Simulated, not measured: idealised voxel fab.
process module | voxel fin reveal
cross-section cut | 230 nm wide | cells 5 nm
A cross-section is a grid of square cells, given in bands from the top down. A band is one or more rows of cells.
Each band's line starts with the height of the band's top and of its bottom, in nm. Then come its materials from left to right, each with its width in nm. One material with "throughout" fills the band from edge to edge. "air" is empty space.
Height 0 is the level under which the wafer as received is all one material. The lowest band goes on downwards, as in "0 down".
A width such as "30 to 40" changes by the same amount from each row of cells to the next, from the band's top row to its bottom row.
"no change" after a step means that no cell of the cross-section changed.
closed voids: empty space of 8 cells or more with no open way to the top, each as width x height at its distance from the left edge, in nm
after a step's settings: what the simulator itself notes on the step
overlay nm, on a step with a mask: how far to the right of its planned place the mask lay; to the left if negative
plan
1 op RECEIVE | material Si
2 op CONFORMAL_DEP | material SiN | thk nm 10
3 op PATTERN | tone cover | mask id FINS | material resist | width nm 15 | pitch nm 35 | thk nm 20 | overlay nm 0
4 op DIRECTIONAL_ETCH | etch materials SiN | depth nm 10
5 op DIRECTIONAL_ETCH | etch materials Si | depth nm 40
6 op STRIP | etch materials resist
7 op OXIDIZE | depth nm 5
8 op FILL_DEP | material SiO2 | thk nm 15
9 op CMP | height nm 10
10 op SELECTIVE_ETCH | etch materials SiO2 | depth nm 20
11 op STRIP | etch materials SiN
12 op CONFORMAL_DEP | material SiO2 | thk nm 5
as received, after step 1
  0 down: Si throughout
  closed voids: none
a wafer at the end: this start, this plan, one mistake
  5 to 0: air 90 | SiO2 15 | air 20 | SiO2 15 | air 90
  0 to -5: air 90 | SiO2 5 | Si 5 | SiO2 5 | air 20 | SiO2 5 | Si 5 | SiO2 5 | air 90
  -5 to -40: SiO2 95 | Si 5 | SiO2 30 | Si 5 | SiO2 95
  -40 down: Si throughout
  closed voids: none
what went wrong: step 5 ran as: op DIRECTIONAL_ETCH | etch materials Si | depth nm 35
